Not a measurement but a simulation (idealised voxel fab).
Process module in this document: voxel local oxidation
Cross-section cut: width 295 nm, square cells of 5 nm.
Cross-section, as written here: a square-cell grid given band by band from the top down, where a band holds one or more rows of cells.
Within each band entry, the heights of the top and of the bottom of the band appear first, in that order and in nm; the materials of the band then follow from left to right, each with its corresponding width in nm. The designation "everywhere" on a single material indicates that it fills the band from edge to edge; the designation "blank" indicates empty space.
The reference from which all heights are counted is 0, the level beneath which the as-received wafer is entirely one material; the lowest band, having no lower bound, proceeds downward and is written after the example "0 -> down".
A width given as "30->40" starts at the first number in the band's top row and ends at the second number in its bottom row, shifting by an equal amount at every step from row to row.
What does "no modifications" mean for a step? It means no cell of the cross-section changed in that step.
You'll see "Voids, sealed" listing empty spaces that have no way open to the top, as long as they're 8 cells or more; the notation is width x height at distance, where the distance is from the left edge, and all of it is in nm.
On a step's line, text after the settings is the simulator commenting on that step.
On any step carrying a mask, the "overlay nm" setting, if present on the step's line, tells how far right of its planned place the mask lay; negative values point to the left.
The planned process steps are enumerated hereunder
1. RECEIVE, material Si
2. CONFORMAL_DEP, material SiO2, thk nm 5
3. CONFORMAL_DEP, material SiN, thk nm 15
4. PATTERN, tone cover, mask id ACTIVE, material resist, width nm 120, thk nm 15, overlay nm 0
5. DIRECTIONAL_ETCH, etch materials SiN, depth nm 15
6. STRIP, etch materials resist
7. SELECTIVE_ETCH, etch materials SiO2, depth nm 5
8. OXIDIZE, depth nm 10
9. STRIP, etch materials SiN
Wafer cross-section on receipt, i.e. after step 1
  0 -> down = Si everywhere
  Voids, sealed: none
This is how the wafer looks in cross-section once the module is done, given the starting state and plan above and one mistake in carrying the plan out
  5 -> 0 = 85 blank, then 120 SiO2, then 90 blank
  0 -> -10 = 95 SiO2, then 100 Si, then 100 SiO2
  -10 -> down = Si everywhere
  Voids, sealed: none
Run error: step 4 was run on a setting that differed from the plan, and what really ran there is PATTERN, tone cover, mask id ACTIVE, material resist, width nm 130, thk nm 15, overlay nm 0
